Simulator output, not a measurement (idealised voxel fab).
process module | voxel trench capacitor
cross-section cut | 245 nm wide | cells 5 nm
A cross-section is a grid of square cells, given in bands from the top down. A band is one or more rows of cells.
Each band's line starts with the height of the band's top and of its bottom, in nm. Then come its materials from left to right, each with its width in nm. One material with "throughout" fills the band from edge to edge. "air" is empty space.
Height 0 is the level under which the wafer as received is all one material. The lowest band goes on downwards, as in "0 down".
A width such as "30 to 40" changes by the same amount from each row of cells to the next, from the band's top row to its bottom row.
"no change" after a step means that no cell of the cross-section changed.
closed voids: empty space of 8 cells or more with no open way to the top, each as width x height at its distance from the left edge, in nm
after a step's settings: what the simulator itself notes on the step
overlay nm, on a step with a mask: how far to the right of its planned place the mask lay; to the left if negative
plan
1 op RECEIVE | material Si
2 op CONFORMAL_DEP | material SiN | thk nm 10
3 op DIRECTIONAL_DEP | material aC | thk nm 10
4 op PATTERN | tone open | mask id TRENCH | material resist | width nm 15 | pitch nm 40 | thk nm 30 | overlay nm 0
5 op DIRECTIONAL_ETCH | etch materials aC | depth nm 10
6 op STRIP | etch materials resist
7 op DIRECTIONAL_ETCH | etch materials SiN | depth nm 10
8 op DIRECTIONAL_ETCH | etch materials Si | depth nm 35
9 op STRIP | etch materials aC
10 op CONFORMAL_DEP | material Al2O3 | thk nm 5
11 op FILL_DEP | material polySi | thk nm 10
12 op CMP | height nm 10
first wafer, as planned
as received, after step 1
  0 down: Si throughout
  closed voids: none
after step 2
  10 to 0: SiN throughout
  below 0: unchanged
after step 3
  20 to 10: aC throughout
  below 10: unchanged
after step 4
  50 to 20: resist 75 | air 15 | resist 25 | air 15 | resist 25 | air 15 | resist 75
  below 20: unchanged
after step 5
  40 to 20: resist 75 | air 15 | resist 25 | air 15 | resist 25 | air 15 | resist 75
  20 to 10: aC 75 | air 15 | aC 25 | air 15 | aC 25 | air 15 | aC 75
  below 10: unchanged
after step 6
  20 to 10: aC 75 | air 15 | aC 25 | air 15 | aC 25 | air 15 | aC 75
  below 10: unchanged
after step 7
  20 to 10: aC 75 | air 15 | aC 25 | air 15 | aC 25 | air 15 | aC 75
  10 to 0: SiN 75 | air 15 | SiN 25 | air 15 | SiN 25 | air 15 | SiN 75
  below 0: unchanged
after step 8
  20 to 10: aC 75 | air 15 | aC 25 | air 15 | aC 25 | air 15 | aC 75
  10 to 0: SiN 75 | air 15 | SiN 25 | air 15 | SiN 25 | air 15 | SiN 75
  0 to -35: Si 75 | air 15 | Si 25 | air 15 | Si 25 | air 15 | Si 75
  below -35: unchanged
after step 9
  10 to 0: SiN 75 | air 15 | SiN 25 | air 15 | SiN 25 | air 15 | SiN 75
  below 0: unchanged
after step 10
  15 to 10: Al2O3 80 | air 5 | Al2O3 35 | air 5 | Al2O3 35 | air 5 | Al2O3 80
  10 to 0: SiN 75 | Al2O3 5 | air 5 | Al2O3 5 | SiN 25 | Al2O3 5 | air 5 | Al2O3 5 | SiN 25 | Al2O3 5 | air 5 | Al2O3 5 | SiN 75
  0 to -30: Si 75 | Al2O3 5 | air 5 | Al2O3 5 | Si 25 | Al2O3 5 | air 5 | Al2O3 5 | Si 25 | Al2O3 5 | air 5 | Al2O3 5 | Si 75
  -30 to -35: Si 75 | Al2O3 15 | Si 25 | Al2O3 15 | Si 25 | Al2O3 15 | Si 75
  below -35: unchanged
after step 11
  25 to 15: polySi throughout
  15 to 10: Al2O3 80 | polySi 5 | Al2O3 35 | polySi 5 | Al2O3 35 | polySi 5 | Al2O3 80
  10 to 0: SiN 75 | Al2O3 5 | polySi 5 | Al2O3 5 | SiN 25 | Al2O3 5 | polySi 5 | Al2O3 5 | SiN 25 | Al2O3 5 | polySi 5 | Al2O3 5 | SiN 75
  0 to -30: Si 75 | Al2O3 5 | polySi 5 | Al2O3 5 | Si 25 | Al2O3 5 | polySi 5 | Al2O3 5 | Si 25 | Al2O3 5 | polySi 5 | Al2O3 5 | Si 75
  below -30: unchanged
after step 12
  10 to 0: SiN 75 | Al2O3 5 | polySi 5 | Al2O3 5 | SiN 25 | Al2O3 5 | polySi 5 | Al2O3 5 | SiN 25 | Al2O3 5 | polySi 5 | Al2O3 5 | SiN 75
  below 0: unchanged
second wafer: like start, like plan, one mistake. Through step 7 it matches the first wafer
when step 8 should have ended
  10 to 0: SiN 75 | air 15 | SiN 25 | air 15 | SiN 25 | air 15 | SiN 75
  below 0: unchanged
when step 9 should have ended
  10 to 0: SiN 75 | air 15 | SiN 25 | air 15 | SiN 25 | air 15 | SiN 75
  0 to -35: Si 75 | air 15 | Si 25 | air 15 | Si 25 | air 15 | Si 75
  below -35: unchanged
when step 10 should have ended
  15 to 10: Al2O3 80 | air 5 | Al2O3 35 | air 5 | Al2O3 35 | air 5 | Al2O3 80
  10 to 0: SiN 75 | Al2O3 5 | air 5 | Al2O3 5 | SiN 25 | Al2O3 5 | air 5 | Al2O3 5 | SiN 25 | Al2O3 5 | air 5 | Al2O3 5 | SiN 75
  0 to -30: Si 75 | Al2O3 5 | air 5 | Al2O3 5 | Si 25 | Al2O3 5 | air 5 | Al2O3 5 | Si 25 | Al2O3 5 | air 5 | Al2O3 5 | Si 75
  -30 to -35: Si 75 | Al2O3 15 | Si 25 | Al2O3 15 | Si 25 | Al2O3 15 | Si 75
  below -35: unchanged
when step 11 should have ended
  25 to 15: polySi throughout
  15 to 10: Al2O3 80 | polySi 5 | Al2O3 35 | polySi 5 | Al2O3 35 | polySi 5 | Al2O3 80
  10 to 0: SiN 75 | Al2O3 5 | polySi 5 | Al2O3 5 | SiN 25 | Al2O3 5 | polySi 5 | Al2O3 5 | SiN 25 | Al2O3 5 | polySi 5 | Al2O3 5 | SiN 75
  0 to -30: Si 75 | Al2O3 5 | polySi 5 | Al2O3 5 | Si 25 | Al2O3 5 | polySi 5 | Al2O3 5 | Si 25 | Al2O3 5 | polySi 5 | Al2O3 5 | Si 75
  below -30: unchanged
when step 12 should have ended
  10 to 0: SiN 75 | Al2O3 5 | polySi 5 | Al2O3 5 | SiN 25 | Al2O3 5 | polySi 5 | Al2O3 5 | SiN 25 | Al2O3 5 | polySi 5 | Al2O3 5 | SiN 75
  below 0: unchanged
what went wrong: steps 8 and 9 were swapped
at the end the two cross-sections are the same: no effect in what this model computes
